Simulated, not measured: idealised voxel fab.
Process module heading - voxel wiring stack
The cross-section shown here is cut; it is 200 nm wide and divided into square cells measuring 5 nm on a side.
Throughout this document, each cross-section is represented as a grid of square cells and is presented as a sequence of bands enumerated from the top downward, where a band comprises one or more rows of cells.
What a band's entry tells you: where the top is and where the bottom is, as heights in nm, and after that what lies inside, material by material from left to right, each with its width in nm. Empty space is written as the word "empty", and a single material marked with the word "throughout" occupies the band from edge to edge.
Convention: height 0 is the level below which the wafer, as received, is all one material. The lowest band does not terminate at the bottom but continues downward, represented as "0 down".
The two numbers in a width such as "30 to 40" mark its ends across the band: the first belongs to the top row of cells, the second to the bottom row, and from each row to the next the width moves by the same amount.
No cell of the cross-section changed in a step that is given as "no modifications".
Each empty space that has no open way to the top and spans at least 8 cells appears under "Closed void listing" as width x height at distance, the distance counted from the left edge, all in nm.
after a step's settings: what the simulator itself notes on the step
If you see "overlay nm" on a step's line and that step has a mask, it's telling you how far right of where it was planned the mask ended up; a negative number means it went left instead.

This section lists the process steps that were planned
1. RECEIVE, material Si
2. CONFORMAL_DEP, material SiO2, thk nm 15
3. DIRECTIONAL_DEP, material TiN, thk nm 5
4. DIRECTIONAL_DEP, material W, thk nm 25
5. PATTERN, tone cover, mask id METAL_1, material resist, width nm 25, pitch nm 55, thk nm 20, overlay nm 0
6. DIRECTIONAL_ETCH, etch materials W, depth nm 25
7. DIRECTIONAL_ETCH, etch materials TiN, depth nm 5
8. STRIP, etch materials resist
9. CONFORMAL_DEP, material SiCN, thk nm 5
10. FILL_DEP, material lowk, thk nm 5
11. CMP, height nm 45
12. CONFORMAL_DEP, material SiCN, thk nm 5
13. DIRECTIONAL_DEP, material lowk, thk nm 20
14. DIRECTIONAL_DEP, material aC, thk nm 15
15. PATTERN, tone open, mask id PLUG_1, material resist, width nm 15, thk nm 30, overlay nm 0
16. DIRECTIONAL_ETCH, etch materials aC, depth nm 15
17. STRIP, etch materials resist
18. DIRECTIONAL_ETCH, etch materials lowk, depth nm 20
19. DIRECTIONAL_ETCH, etch materials SiCN, depth nm 5
20. STRIP, etch materials aC
21. EPI, material Ru, thk nm 10
22. EPI, material Ru, thk nm 10
23. EPI, material Ru, thk nm 5
24. DIRECTIONAL_DEP, material TiN, thk nm 5
25. DIRECTIONAL_DEP, material Ru, thk nm 20
26. DIRECTIONAL_DEP, material aC, thk nm 15
27. PATTERN, tone cover, mask id METAL_2, material resist, width nm 25, pitch nm 55, thk nm 30, overlay nm 0
28. DIRECTIONAL_ETCH, etch materials aC, depth nm 15
29. STRIP, etch materials resist
30. DIRECTIONAL_ETCH, etch materials Ru, depth nm 20
31. DIRECTIONAL_ETCH, etch materials TiN, depth nm 5
32. STRIP, etch materials aC
33. CONFORMAL_DEP, material SiN, thk nm 5
34. FILL_DEP, material SiO2, thk nm 10
35. CMP, height nm 95
36. CONFORMAL_DEP, material SiCN, thk nm 5
37. DIRECTIONAL_DEP, material lowk, thk nm 10
38. DIRECTIONAL_DEP, material aC, thk nm 10
39. PATTERN, tone open, mask id PLUG_2, material resist, width nm 15, pitch nm 55, thk nm 25, overlay nm 0
40. DIRECTIONAL_ETCH, etch materials aC, depth nm 10
41. STRIP, etch materials resist
42. DIRECTIONAL_ETCH, etch materials lowk, depth nm 10
43. DIRECTIONAL_ETCH, etch materials SiCN, depth nm 5
44. STRIP, etch materials aC
45. CONFORMAL_DEP, material TiN, thk nm 5
46. FILL_DEP, material Ru, thk nm 10
47. CMP, height nm 110
48. CONFORMAL_DEP, material SiN, thk nm 5
49. DIRECTIONAL_DEP, material SiO2, thk nm 15
50. PATTERN, tone open, mask id METAL_3, material resist, width nm 25, pitch nm 55, thk nm 20, overlay nm 0
51. DIRECTIONAL_ETCH, etch materials SiO2, depth nm 25
52. DIRECTIONAL_ETCH, etch materials SiN, depth nm 5
53. STRIP, etch materials resist
54. CONFORMAL_DEP, material TiN, thk nm 5
55. FILL_DEP, material Cu, thk nm 10
56. CMP, height nm 140
57. CONFORMAL_DEP, material SiCN, thk nm 5
Across this set of wafers, the varied parameter is the thk nm of step 49. Starting conditions are identical for every wafer, and the plan reports the value assigned to the first wafer.

As-received state after step 1, first of several wafers, cross-section
> 0 down = Si throughout
> Closed void listing: none

Per-wafer rows below. For each material: cells gained (+) or lost (-) since the wafer was received, as of end of module. Then: closed voids
thk nm 15, +64 Cu, +59 Ru, +161 SiCN, +76 SiN, +314 SiO2, +90 TiN, +50 W, +346 lowk, Closed void listing: none
thk nm 20, +30 Cu, +59 Ru, +161 SiCN, +76 SiN, +344 SiO2, +94 TiN, +50 W, +346 lowk, Closed void listing: none
thk nm 25, +30 Cu, +59 Ru, +161 SiCN, +76 SiN, +374 SiO2, +64 TiN, +50 W, +346 lowk, Closed void listing: none
thk nm 30, +18 Cu, +59 Ru, +161 SiCN, +86 SiN, +384 SiO2, +56 TiN, +50 W, +346 lowk, Closed void listing: none
thk nm 35, +12 Cu, +59 Ru, +161 SiCN, +86 SiN, +394 SiO2, +52 TiN, +50 W, +346 lowk, Closed void listing: none
thk nm 40, +6 Cu, +59 Ru, +161 SiCN, +86 SiN, +404 SiO2, +48 TiN, +50 W, +346 lowk, Closed void listing: none
